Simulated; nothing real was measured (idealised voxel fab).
Presented below is a process module, voxel wiring stack.
FYI the section here is cut, 295 nm wide, cells are 5 nm squares.
In this document a cross-section is written as a grid of square cells. It is given as a series of bands, listed from the top down, and a band is one or more rows of cells. Each band's line starts with the height of the band's top and of its bottom, in nm. Then come its materials from left to right, each with its width in nm. One material with "throughout" fills the band from edge to edge. "air" is empty space. Heights from 0 (as-received wafer is one material below). Bottom band endless downward, as "top 0, no bottom". A width given as "30->40" starts at the first number in the band's top row and ends at the second number in its bottom row, shifting by an equal amount at every step from row to row. "nothing changed" (step): cross-section cells unchanged, all of them. "Enclosed void catalog": sealed empty spaces, 8 cells or more, no open way to top, listed width x height at distance, with distance from the left edge and width, height and distance in nm. Where a step's line continues beyond its settings, the continuation is a remark by the simulator itself on that step. overlay nm: on a step with a mask, how far right of its planned place the mask lay; negative means left.
The following list gives the planned process steps
1. RECEIVE with material Si
2. CONFORMAL_DEP with material SiO2, thk nm 15
3. CONFORMAL_DEP with material SiN, thk nm 5
4. DIRECTIONAL_DEP with material lowk, thk nm 15
5. PATTERN with tone open, mask id METAL_1, material resist, width nm 25, pitch nm 55, thk nm 15, overlay nm 0
6. DIRECTIONAL_ETCH with etch materials lowk, depth nm 15
7. DIRECTIONAL_ETCH with etch materials SiN, depth nm 5
8. STRIP with etch materials resist
9. CONFORMAL_DEP with material TiN, thk nm 5
10. FILL_DEP with material Cu, thk nm 10
11. CMP with height nm 35
12. CONFORMAL_DEP with material SiCN, thk nm 5
13. DIRECTIONAL_DEP with material lowk, thk nm 10
14. PATTERN with tone open, mask id PLUG_1, material resist, width nm 15, pitch nm 55, thk nm 20, overlay nm 0
15. DIRECTIONAL_ETCH with etch materials lowk, depth nm 10
16. DIRECTIONAL_ETCH with etch materials SiCN, depth nm 5
17. STRIP with etch materials resist
18. EPI with material Ru, thk nm 10
19. EPI with material Ru, thk nm 5
20. CONFORMAL_DEP with material SiCN, thk nm 5
21. DIRECTIONAL_DEP with material SiO2, thk nm 25
22. PATTERN with tone open, mask id METAL_2, material resist, width nm 25, pitch nm 55, thk nm 15, overlay nm 0
23. DIRECTIONAL_ETCH with etch materials SiO2, depth nm 25
24. DIRECTIONAL_ETCH with etch materials SiCN, depth nm 5
25. STRIP with etch materials resist
26. CONFORMAL_DEP with material TiN, thk nm 5
27. FILL_DEP with material Ru, thk nm 5
28. CMP with height nm 80
29. CONFORMAL_DEP with material SiCN, thk nm 5
30. DIRECTIONAL_DEP with material SiO2, thk nm 20
31. MASKED_ETCH with tone open, mask id PLUG_2, width nm 15, pitch nm 110, etch materials SiO2, depth nm 20, overlay nm 0
32. MASKED_ETCH with tone open, mask id PLUG_2, width nm 15, pitch nm 110, etch materials SiCN, depth nm 5, overlay nm 0
33. EPI with material Ru, thk nm 10
34. EPI with material Ru, thk nm 10
35. EPI with material Ru, thk nm 5
36. CONFORMAL_DEP with material SiCN, thk nm 5
37. DIRECTIONAL_DEP with material lowk, thk nm 20
38. MASKED_ETCH with tone open, mask id METAL_3, width nm 25, pitch nm 55, etch materials lowk, depth nm 20, overlay nm 0
39. MASKED_ETCH with tone open, mask id METAL_3, width nm 25, pitch nm 55, etch materials SiCN, depth nm 5, overlay nm 0
40. CONFORMAL_DEP with material TiN, thk nm 5
41. FILL_DEP with material W, thk nm 10
42. CMP with height nm 130
43. CONFORMAL_DEP with material SiCN, thk nm 5
44. DIRECTIONAL_DEP with material SiO2, thk nm 35
45. MASKED_ETCH with tone open, mask id METAL_4_HOLES, width nm 15, pitch nm 55, etch materials SiO2, depth nm 35, overlay nm 0
46. PATTERN with tone open, mask id METAL_4, material resist, width nm 25, pitch nm 55, thk nm 20, overlay nm 0
47. DIRECTIONAL_ETCH with etch materials SiO2, depth nm 20
48. DIRECTIONAL_ETCH with etch materials SiCN, depth nm 5
49. STRIP with etch materials resist
50. CONFORMAL_DEP with material TiN, thk nm 5
51. FILL_DEP with material Ru, thk nm 10
52. CMP with height nm 170
53. CONFORMAL_DEP with material SiCN, thk nm 5
Cross-section of the wafer as it came to us, i.e., already through step 1
- top 0, no bottom: Si throughout
- Enclosed void catalog: none
What the wafer looks like in cross-section after this module, when it starts as shown above and follows the plan above but one mistake is made in running it
- top 175, bottom 170: SiCN throughout
- top 170, bottom 155: SiO2 80  TiN 5  Ru 15  TiN 5  SiO2 30  TiN 5  Ru 15  TiN 5  SiO2 30  TiN 5  Ru 15  TiN 5  SiO2 80
- top 155, bottom 150: SiO2 80  TiN 5  Ru 5  TiN 15  SiO2 30  TiN 5  Ru 5  TiN 15  SiO2 30  TiN 5  Ru 5  TiN 15  SiO2 80
- top 150, bottom 135: SiO2 80  TiN 5  Ru 5  TiN 5  SiO2 40  TiN 5  Ru 5  TiN 5  SiO2 40  TiN 5  Ru 5  TiN 5  SiO2 90
- top 135, bottom 125: SiCN 80  TiN 15->25  SiCN 40->30  TiN 15->25  SiCN 40->30  TiN 15->25  SiCN 90->80
- top 125, bottom 105: lowk throughout
- top 105, bottom 85: SiO2 80  Ru 15  SiO2 95  Ru 15  SiO2 90
- top 85, bottom 80: SiCN 80  Ru 15  SiCN 95  Ru 15  SiCN 90
- top 80, bottom 55: SiO2 80  TiN 5  Ru 15  TiN 5  SiO2 30  TiN 5  Ru 15  TiN 5  SiO2 30  TiN 5  Ru 15  TiN 5  SiO2 80
- top 55, bottom 50: SiCN 80  TiN 25  SiCN 30  TiN 25  SiCN 30  TiN 25  SiCN 80
- top 50, bottom 40: lowk 80  Ru 15  lowk 40  Ru 15  lowk 40  Ru 15  lowk 90
- top 40, bottom 35: SiCN 80  Ru 15  SiCN 40  Ru 15  SiCN 40  Ru 15  SiCN 90
- top 35, bottom 20: lowk 80  TiN 5  Cu 15  TiN 5  lowk 30  TiN 5  Cu 15  TiN 5  lowk 30  TiN 5  Cu 15  TiN 5  lowk 80
- top 20, bottom 15: SiN 80  TiN 25  SiN 30  TiN 25  SiN 30  TiN 25  SiN 80
- top 15, bottom 0: SiO2 throughout
- top 0, no bottom: Si throughout
- Enclosed void catalog: none
Which mistake was made when the wafer was run? step 36 ran in the slot meant for step 37, and vice versa
